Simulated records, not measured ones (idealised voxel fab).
This is a process module. Its name is voxel ribs on slabs.
It is cross-section cut that appears here, measuring 150 nm in width, its square cells being 5 nm in size.
If you're reading a cross-section in this doc, picture square cells in a grid; it comes to you as bands, top ones listed first down to the bottom, and a band can be one or more rows of cells. What a band's entry tells you: where the top is and where the bottom is, as heights in nm, and after that what lies inside, material by material from left to right, each with its width in nm. Empty space is written as the word "empty", and a single material marked with the word "all across" occupies the band from edge to edge. Below 0: as-received wafer, all one material; heights counted from there. Lowest band: no bottom, goes on down, written "z 0 and below". Quick explanation for "30->40": the width changes in equal steps down the rows of cells, from the first number in the band's top row to the second number in its bottom row. "no modification" -> step changed no cross-section cell. "Sealed cavities" specifies each empty space that is not open to the top and that occupies no fewer than 8 cells, using the form width x height at distance, the distance measured from the left edge and all three quantities in nm. On a step's line, text after the settings is the simulator commenting on that step. For masked steps, "overlay nm" on the step line gives how far right of plan the mask actually lay; a minus sign means it lay to the left.
## Below is the list of planned process steps
| 1 | RECEIVE, material Si |
| 2 | DIRECTIONAL_DEP, material SiO2, thk nm 25 |
| 3 | DIRECTIONAL_DEP, material polySi, thk nm 15 |
| 4 | DIRECTIONAL_DEP, material aC, thk nm 10 |
| 5 | PATTERN, tone cover, mask id RIB, material resist, width nm 15, thk nm 25, overlay nm 0 |
| 6 | DIRECTIONAL_ETCH, etch materials aC, depth nm 10 |
| 7 | STRIP, etch materials resist |
| 8 | DIRECTIONAL_ETCH, etch materials polySi, depth nm 10 |
| 9 | STRIP, etch materials aC |
| 10 | DIRECTIONAL_DEP, material aC, thk nm 15 |
| 11 | PATTERN, tone cover, mask id SLAB, material resist, width nm 55, thk nm 35, overlay nm 0 |
| 12 | DIRECTIONAL_ETCH, etch materials aC, depth nm 15 |
| 13 | STRIP, etch materials resist |
| 14 | DIRECTIONAL_ETCH, etch materials polySi, depth nm 5 |
| 15 | STRIP, etch materials aC |
| 16 | FILL_DEP, material SiO2, thk nm 15 |
| 17 | CMP, height nm 50 |
| 18 | DIRECTIONAL_DEP, material TiN, thk nm 10 |
| 19 | DIRECTIONAL_DEP, material aC, thk nm 15 |
| 20 | PATTERN, tone cover, mask id HEATER, material resist, width nm 25, thk nm 35, overlay nm 0 |
| 21 | DIRECTIONAL_ETCH, etch materials aC, depth nm 15 |
| 22 | STRIP, etch materials resist |
| 23 | DIRECTIONAL_ETCH, etch materials TiN, depth nm 10 |
| 24 | STRIP, etch materials aC |
| 25 | CONFORMAL_DEP, material SiN, thk nm 5 |
## As-received state of the wafer in cross-section, equivalent to post-step 1
  z 0 and below: Si all across
  Sealed cavities: none
## Here's the cross-section of the first of our two wafers at the end of the module - it ran as planned
  z 65 to 60: 55 empty  35 SiN  60 empty
  z 60 to 55: 55 empty  5 SiN  25 TiN  5 SiN  60 empty
  z 55 to 50: 60 SiN  25 TiN  65 SiN
  z 50 to 40: SiO2 all across
  z 40 to 30: 65 SiO2  15 polySi  70 SiO2
  z 30 to 25: 45 SiO2  55 polySi  50 SiO2
  z 25 to 0: SiO2 all across
  z 0 and below: Si all across
  Sealed cavities: none
## Second wafer through the module, sectioned at the end: same beginning and same plan as the first wafer, with one mistake in carrying it out
  z 65 to 60: 55 empty  35 SiN  60 empty
  z 60 to 55: 55 empty  5 SiN  25 TiN  5 SiN  60 empty
  z 55 to 50: 60 SiN  25 TiN  65 SiN
  z 50 to 15: SiO2 all across
  z 15 to 0: polySi all across
  z 0 and below: Si all across
  Sealed cavities: none
In executing the process, a mistake was made relative to the plan: step 2 ran in the slot meant for step 3, and vice versa
The second wafer ends with more or fewer cells of some materials than the first, per final count: SiO2: 73 fewer | polySi: 73 more
